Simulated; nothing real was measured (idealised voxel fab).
The name of this process module is voxel transistor to metal.
205 nm wide, 5 nm square cells: that's cross-section cut.
Bands, listed from the top down, are how a cross-section gets written in this document; the cross-section itself is a grid of square cells, and a band is one or more rows of them. A band entry consists of two parts. The first gives the height of the band's top and the height of its bottom, in nm. The rest lists the band's materials from left to right, each with its width in nm. A single material labelled with the word "full width" fills the band from edge to edge, and the word "blank" marks empty space. Zero point of the height axis is 0; under it, received wafer = one material. Lowest band: continues down indefinitely, "0 and below". Read "30..40" as a graded width: first number on top, second number at the bottom, same change between each pair of neighbouring rows. A step reported as "left unchanged" is a step in which no cell of the cross-section changed. Closed cavity list: empty space of 8 cells or more with no open way to the top, each as width x height at its distance from the left edge, in nm. Post-settings text on a step line: simulator's own remark regarding the step. overlay nm: where the mask lay relative to plan, measured to the right, on steps with a mask; negatives go left.

Below is the list of planned process steps:
| 1 | op RECEIVE | material Si |
| 2 | op CONFORMAL_DEP | material SiO2 | thk nm 5 |
| 3 | op CONFORMAL_DEP | material SiN | thk nm 15 |
| 4 | op DIRECTIONAL_DEP | material aC | thk nm 15 |
| 5 | op PATTERN | tone cover | mask id ACTIVE | material resist | width nm 115 | thk nm 35 | overlay nm 0 |
| 6 | op DIRECTIONAL_ETCH | etch materials aC | depth nm 15 |
| 7 | op STRIP | etch materials resist |
| 8 | op DIRECTIONAL_ETCH | etch materials SiN | depth nm 15 |
| 9 | op DIRECTIONAL_ETCH | etch materials SiO2 | depth nm 5 |
| 10 | op DIRECTIONAL_ETCH | etch materials Si | depth nm 30 |
| 11 | op STRIP | etch materials aC |
| 12 | op OXIDIZE | depth nm 5 |
| 13 | op FILL_DEP | material SiO2 | thk nm 5 |
| 14 | op CMP | height nm 20 |
| 15 | op SELECTIVE_ETCH | etch materials SiO2 | depth nm 15 |
| 16 | op STRIP | etch materials SiN |
| 17 | op SELECTIVE_ETCH | etch materials SiO2 | depth nm 5 |
| 18 | op OXIDIZE | depth nm 5 |
| 19 | op DIRECTIONAL_DEP | material polySi | thk nm 20 |
| 20 | op DIRECTIONAL_DEP | material SiCN | thk nm 15 |
| 21 | op PATTERN | tone cover | mask id GATE | material resist | width nm 25 | thk nm 20 | overlay nm 0 |
| 22 | op DIRECTIONAL_ETCH | etch materials SiCN | depth nm 25 |
| 23 | op DIRECTIONAL_ETCH | etch materials polySi | depth nm 30 |
| 24 | op STRIP | etch materials resist |
| 25 | op CONFORMAL_DEP | material SiO2 | thk nm 5 |
| 26 | op DIRECTIONAL_ETCH | etch materials SiO2 | depth nm 5 |
| 27 | op CONFORMAL_DEP | material SiN | thk nm 5 |
| 28 | op DIRECTIONAL_ETCH | etch materials SiN | depth nm 5 |
| 29 | op DIRECTIONAL_ETCH | etch materials SiO2 | depth nm 5 |
| 30 | op DIRECTIONAL_ETCH | etch materials Si | depth nm 10 |
| 31 | op EPI | material pSi | thk nm 15 |
| 32 | op FILL_DEP | material SiO2 | thk nm 5 |
| 33 | op CMP | height nm 35 |
| 34 | op DIRECTIONAL_DEP | material SiO2 | thk nm 15 |
| 35 | op PATTERN | tone open | mask id CONTACT | material resist | width nm 20 | pitch nm 75 | thk nm 20 | overlay nm 0 |
| 36 | op DIRECTIONAL_ETCH | etch materials SiO2 | depth nm 50 |
| 37 | op STRIP | etch materials resist |
| 38 | op CONFORMAL_DEP | material TiN | thk nm 5 |
| 39 | op FILL_DEP | material Ru | thk nm 5 |
| 40 | op CMP | height nm 50 |
| 41 | op CONFORMAL_DEP | material SiN | thk nm 5 |
| 42 | op DIRECTIONAL_DEP | material lowk | thk nm 15 |
| 43 | op PATTERN | tone open | mask id METAL_1 | material resist | width nm 20 | pitch nm 75 | thk nm 15 | overlay nm 0 |
| 44 | op DIRECTIONAL_ETCH | etch materials lowk | depth nm 15 |
| 45 | op DIRECTIONAL_ETCH | etch materials SiN | depth nm 5 |
| 46 | op STRIP | etch materials resist |
| 47 | op CONFORMAL_DEP | material TiN | thk nm 5 |
| 48 | op FILL_DEP | material W | thk nm 5 |
| 49 | op CMP | height nm 70 |
| 50 | op CONFORMAL_DEP | material SiN | thk nm 5 |

Delivered wafer in cross-section: state after step 1:
  0 and below: Si full width
  Closed cavity list: none

Cross-sectional result after module completion. Note: starting condition and plan are unchanged from above; one processing mistake was made:
  75 down to 70: SiN full width
  70 down to 55: TiN full width
  55 down to 50: SiN full width
  50 down to 35: SiO2 55 nm; TiN 5 nm; Ru 10 nm; TiN 5 nm; SiO2 55 nm; TiN 5 nm; Ru 10 nm; TiN 5 nm; SiO2 55 nm
  35 down to 20: SiO2 55 nm; TiN 5 nm; Ru 10 nm; TiN 5 nm; SiO2 5 nm; SiN 5 nm; SiO2 5 nm; SiCN 25 nm; SiO2 5 nm; SiN 5 nm; SiO2 5 nm; TiN 5 nm; Ru 10 nm; TiN 5 nm; SiO2 55 nm
  20 down to 15: SiO2 55 nm; TiN 5 nm; Ru 10 nm; TiN 5 nm; SiO2 5 nm; SiN 5 nm; SiO2 5 nm; polySi 25 nm; SiO2 5 nm; SiN 5 nm; SiO2 5 nm; TiN 5 nm; Ru 10 nm; TiN 5 nm; SiO2 55 nm
  15 down to 10: SiO2 55 nm; TiN 20 nm; SiO2 5 nm; SiN 5 nm; SiO2 5 nm; polySi 25 nm; SiO2 5 nm; SiN 5 nm; SiO2 5 nm; TiN 20 nm; SiO2 55 nm
  10 down to 0: SiO2 55 nm; TiN 10 nm; pSi 15 nm; SiN 5 nm; SiO2 5 nm; polySi 25 nm; SiO2 5 nm; SiN 5 nm; pSi 15 nm; TiN 10 nm; SiO2 55 nm
  0 down to -5: SiO2 45 nm; pSi 35 nm; SiO2 45 nm; pSi 35 nm; SiO2 45 nm
  -5 down to -15: SiO2 50 nm; pSi 30 nm; Si 45 nm; pSi 30 nm; SiO2 50 nm
  -15 down to -35: SiO2 50 nm; Si 105 nm; SiO2 50 nm
  -35 and below: Si full width
  Closed cavity list: none
What broke from the plan during processing? step 42: run off-plan, actual operation and settings op DIRECTIONAL_DEP | material TiN | thk nm 15
